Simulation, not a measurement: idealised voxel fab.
The process module presented herein is designated voxel gate over fins.
Cross-sectional view cut (width: 230 nm; square cell size: 5 nm).
Cross-section, as written here: a square-cell grid given band by band from the top down, where a band holds one or more rows of cells. It is stipulated that each band's entry specify, in nanometres, the height of the top of the band and then that of its bottom, followed by the materials of the band in left-to-right sequence, each together with its width in nanometres. A single material marked by the word "all across" is understood to fill the band from edge to edge; the word "air" is understood to denote empty space. Height is counted from the level 0, under which the received wafer is composed throughout of one material. The lowest of the bands is not closed at the bottom but continues downward, in the notation "0 and below". Read "30..40" as a graded width: first number on top, second number at the bottom, same change between each pair of neighbouring rows. Given "changes: none" for a step, no cell of the cross-section differs between before and after that step. This entry, "Enclosed void entries", enumerates those empty regions of no fewer than 8 cells that possess no open connection to the top. Each region is reported in the form width x height at distance, the distance being taken from the left edge, with all three quantities expressed in nm. If you see something after the settings on a step's line, that's the simulator's own remark about that step. For masked steps, "overlay nm" on the step line gives how far right of plan the mask actually lay; a minus sign means it lay to the left.
# So here's the lineup of process steps we planned
step 1: RECEIVE [material Si]
step 2: CONFORMAL_DEP [material SiN] [thk nm 5]
step 3: PATTERN [tone cover] [mask id FINS] [material resist] [width nm 15] [pitch nm 50] [thk nm 20] [overlay nm 0]
step 4: DIRECTIONAL_ETCH [etch materials SiN] [depth nm 5]
step 5: DIRECTIONAL_ETCH [etch materials Si] [depth nm 40]
step 6: STRIP [etch materials resist]
step 7: FILL_DEP [material SiO2] [thk nm 15]
step 8: CMP [height nm 5]
step 9: PATTERN [tone open] [mask id RAIL] [material resist] [width nm 15] [thk nm 20] [overlay nm 0]
step 10: DIRECTIONAL_ETCH [etch materials SiO2] [depth nm 40]
step 11: STRIP [etch materials resist]
step 12: CONFORMAL_DEP [material TiN] [thk nm 5]
step 13: FILL_DEP [material Ru] [thk nm 5]
step 14: CMP [height nm 5]
step 15: SELECTIVE_ETCH [etch materials W Ru TiN] [depth nm 25]
step 16: FILL_DEP [material SiO2] [thk nm 5]
step 17: CMP [height nm 5]
step 18: SELECTIVE_ETCH [etch materials SiO2] [depth nm 15]
step 19: STRIP [etch materials SiN]
step 20: CONFORMAL_DEP [material HfO2] [thk nm 5]
step 21: CONFORMAL_DEP [material TiN] [thk nm 5]
step 22: FILL_DEP [material W] [thk nm 10]
step 23: CMP [height nm 15]
step 24: CONFORMAL_DEP [material SiCN] [thk nm 10]
# So this is the incoming wafer in cross-section - it's already been through step 1
	0 and below: Si all across
	Enclosed void entries: none
# first wafer at the end, as planned
	25 down to 15: SiCN all across
	15 down to 10: W all across
	10 down to 5: W (45), TiN (35), W (15), TiN (35), W (15), TiN (35), W (50)
	5 down to 0: W (45), TiN (5), HfO2 (25), TiN (5), W (15), TiN (5), HfO2 (25), TiN (5), W (15), TiN (5), HfO2 (25), TiN (5), W (50)
	0 down to -5: TiN (50), HfO2 (5), Si (15), HfO2 (5), TiN (25), HfO2 (5), Si (15), HfO2 (5), TiN (25), HfO2 (5), Si (15), HfO2 (5), TiN (55)
	-5 down to -10: HfO2 (55), Si (15), HfO2 (35), Si (15), HfO2 (35), Si (15), HfO2 (60)
	-10 down to -20: SiO2 (55), Si (15), SiO2 (35), Si (15), SiO2 (35), Si (15), SiO2 (60)
	-20 down to -30: SiO2 (55), Si (15), SiO2 (10), TiN (5), Ru (5), TiN (5), SiO2 (10), Si (15), SiO2 (35), Si (15), SiO2 (60)
	-30 down to -35: SiO2 (55), Si (15), SiO2 (10), TiN (15), SiO2 (10), Si (15), SiO2 (35), Si (15), SiO2 (60)
	-35 down to -40: SiO2 (55), Si (15), SiO2 (35), Si (15), SiO2 (35), Si (15), SiO2 (60)
	-40 and below: Si all across
	Enclosed void entries: none
# second wafer at the end: like start, like plan, one mistake
	25 down to 15: SiCN all across
	15 down to 5: W all across
	5 down to 0: W (45), TiN (35), W (15), TiN (35), W (15), TiN (35), W (50)
	0 down to -5: W (45), TiN (5), HfO2 (25), TiN (5), W (15), TiN (5), HfO2 (25), TiN (5), W (15), TiN (5), HfO2 (25), TiN (5), W (50)
	-5 down to -10: W (45), TiN (5), HfO2 (5), Si (15), HfO2 (5), TiN (5), W (15), TiN (5), HfO2 (5), Si (15), HfO2 (5), TiN (5), W (15), TiN (5), HfO2 (5), Si (15), HfO2 (5), TiN (5), W (50)
	-10 down to -15: TiN (50), HfO2 (5), Si (15), HfO2 (5), TiN (25), HfO2 (5), Si (15), HfO2 (5), TiN (25), HfO2 (5), Si (15), HfO2 (5), TiN (55)
	-15 down to -20: HfO2 (55), Si (15), HfO2 (35), Si (15), HfO2 (35), Si (15), HfO2 (60)
	-20 down to -30: SiO2 (55), Si (15), SiO2 (10), TiN (5), Ru (5), TiN (5), SiO2 (10), Si (15), SiO2 (35), Si (15), SiO2 (60)
	-30 down to -35: SiO2 (55), Si (15), SiO2 (10), TiN (15), SiO2 (10), Si (15), SiO2 (35), Si (15), SiO2 (60)
	-35 down to -40: SiO2 (55), Si (15), SiO2 (35), Si (15), SiO2 (35), Si (15), SiO2 (60)
	-40 and below: Si all across
	Enclosed void entries: none
What broke from the plan during processing? step 17 ran differently from the plan; actual operation with settings: CMP [height nm -5]
End of process, cell counts, second wafer against first, materials with more or fewer: HfO2 +6, Si -9, SiO2 -74, TiN +6, W +71
